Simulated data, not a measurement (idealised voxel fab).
Process module in this document: voxel tone inversion
The width of the displayed cross-section, cut, is 275 nm; its cells are square, with a size of 5 nm.
Cross-sections here: square-cell grids, written as top-down lists of bands, a band being one or more rows of cells. Band: top and bottom heights (nm) first, top before bottom; then materials from left to right, widths in nm. "edge to edge" marks a sole material filling the band edge to edge. "air" denotes empty space. Height 0 is the level under which the wafer as received is all one material. The lowest band goes on downwards, as in "top 0, no bottom". So if you see something like "30->40" for the width, read it as the top row of the band sitting at the first number and the bottom row at the second, with every row in between moving by the same amount as the last. You'll sometimes find "nothing changed" written for a step, and that's the way of saying that nowhere in the cross-section did a cell change during that step. "Entrapped voids" means: voids of 8 cells or more that are shut off from the top with no open way through. Written width x height at distance, distance from the left edge, in nm. Post-settings text on a step line: simulator's own remark regarding the step. If you see "overlay nm" on a step's line and that step has a mask, it's telling you how far right of where it was planned the mask ended up; a negative number means it went left instead.

Set out below are the planned steps of the process
1,RECEIVE, material Si
2,CONFORMAL_DEP, material SiCN, thk nm 5
3,DIRECTIONAL_DEP, material aC, thk nm 25
4,PATTERN, tone cover, mask id POSTS, material resist, width nm 25, pitch nm 55, thk nm 30, overlay nm 0
5,DIRECTIONAL_ETCH, etch materials aC, depth nm 25
6,STRIP, etch materials resist
7,FILL_DEP, material SiO2, thk nm 10
8,CMP, height nm 30
9,STRIP, etch materials aC

Cross-sectional view of the wafer in its as-received condition, corresponding to the state after step 1
- top 0, no bottom: Si edge to edge
- Entrapped voids: none

The first of the two wafers as seen in cross-section once the module was finished; processing followed the plan
- top 30, bottom 5: SiO2: 40, air: 25, SiO2: 30, air: 25, SiO2: 30, air: 25, SiO2: 30, air: 25, SiO2: 45
- top 5, bottom 0: SiCN edge to edge
- top 0, no bottom: Si edge to edge
- Entrapped voids: none

Wafer two (of two), end-of-module cross-section: start = wafer one, plan = wafer one, one run mistake
- top 30, bottom 25: SiCN edge to edge
- top 25, bottom 0: aC edge to edge
- top 0, no bottom: Si edge to edge
- Entrapped voids: none
Finding, execution versus plan: steps 2 and 3 were swapped
End of process, cell counts, second wafer against first, materials with more or fewer: 175 fewer of SiO2 | 275 more of aC
